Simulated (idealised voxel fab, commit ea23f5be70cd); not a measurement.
The process module presented herein is designated voxel self aligned vias.
The cross-section shown here is cut; it is 235 nm wide and divided into square cells measuring 5 nm on a side.
Cross-section, as written here: a square-cell grid given band by band from the top down, where a band holds one or more rows of cells. The entry gives the band's vertical extent as a top height and a bottom height in nm, then its horizontal make-up as materials from left to right, each with a width in nm. "air" stands for empty space; a single material marked "throughout" fills the band edge to edge. Heads up on the height convention: 0 is the point under which the incoming wafer is all one material, and the lowest band has no bottom, it just keeps going down, like "from 0 down". Graded width ("30..40"): value in top row of band = first number; value in bottom row = second number; row-to-row change constant. Where a step carries "nothing changed", the cross-section came out of it unchanged, cell for cell. Under "Fully sealed voids" you'll find the enclosed gaps, the ones with no way out to the top, that are 8 cells or bigger; each reads width x height at distance, with distance counted from the left edge, everything in nm. Read whatever lies past the settings on a step's line as the simulator's own remark about the step. overlay nm, on a step with a mask: how far to the right of its planned place the mask lay; to the left if negative.

THE FOLLOWING LIST GIVES THE PLANNED PROCESS STEPS
step 1: RECEIVE,material Si
step 2: CONFORMAL_DEP,material SiO2,thk nm 10
step 3: CONFORMAL_DEP,material SiCN,thk nm 5
step 4: DIRECTIONAL_DEP,material SiO2,thk nm 20
step 5: PATTERN,tone open,mask id LINES,material resist,width nm 20,pitch nm 60,thk nm 20,overlay nm 0
step 6: DIRECTIONAL_ETCH,etch materials SiO2,depth nm 20
step 7: STRIP,etch materials resist
step 8: CONFORMAL_DEP,material TiN,thk nm 5
step 9: FILL_DEP,material Ru,thk nm 5
step 10: CMP,height nm 35
step 11: SELECTIVE_ETCH,etch materials W Ru TiN,depth nm 10
step 12: FILL_DEP,material SiN,thk nm 5
step 13: CMP,height nm 35
step 14: DIRECTIONAL_DEP,material SiO2,thk nm 20
step 15: DIRECTIONAL_DEP,material aC,thk nm 15
step 16: PATTERN,tone open,mask id VIAS,material resist,width nm 30,thk nm 35,overlay nm -15
step 17: DIRECTIONAL_ETCH,etch materials aC,depth nm 15
step 18: STRIP,etch materials resist
step 19: DIRECTIONAL_ETCH,etch materials SiO2,depth nm 20
step 20: DIRECTIONAL_ETCH,etch materials SiN,depth nm 10
step 21: STRIP,etch materials aC
step 22: CONFORMAL_DEP,material TiN,thk nm 5
step 23: FILL_DEP,material Ru,thk nm 5
step 24: CMP,height nm 55
step 25: CONFORMAL_DEP,material SiN,thk nm 5
The value of overlay nm given for step 16 in the plan refers to the first wafer; the wafers vary in this setting and are alike at the start.

THIS IS HOW THE FIRST OF SEVERAL WAFERS LOOKED IN CROSS-SECTION WHEN IT ARRIVED, WHICH IS AFTER STEP 1
- from 0 down  Si throughout
- Fully sealed voids: none

THE ROWS OF THE TABLE BELOW ARE WAFERS. LOOKING AT THE END OF THE MODULE, A ROW COUNTS, FOR EVERY MATERIAL, THE CELLS THE WAFER HAS GAINED, SHOWN AS (+), OR LOST, SHOWN AS (-), SINCE IT WAS RECEIVED; ITS CLOSED VOIDS COME NEXT
overlay nm -15 | +16 Ru | +47 SiCN | +59 SiN | +414 SiO2 | +28 TiN | Fully sealed voids: none
overlay nm -10 | +18 Ru | +47 SiCN | +57 SiN | +414 SiO2 | +28 TiN | Fully sealed voids: none
overlay nm -5 | +20 Ru | +47 SiCN | +55 SiN | +414 SiO2 | +28 TiN | Fully sealed voids: none
overlay nm 0 | +20 Ru | +47 SiCN | +55 SiN | +414 SiO2 | +28 TiN | Fully sealed voids: none
overlay nm 5 | +20 Ru | +47 SiCN | +55 SiN | +414 SiO2 | +28 TiN | Fully sealed voids: none
overlay nm 10 | +18 Ru | +47 SiCN | +57 SiN | +414 SiO2 | +28 TiN | Fully sealed voids: none
overlay nm 15 | +16 Ru | +47 SiCN | +59 SiN | +414 SiO2 | +28 TiN | Fully sealed voids: none
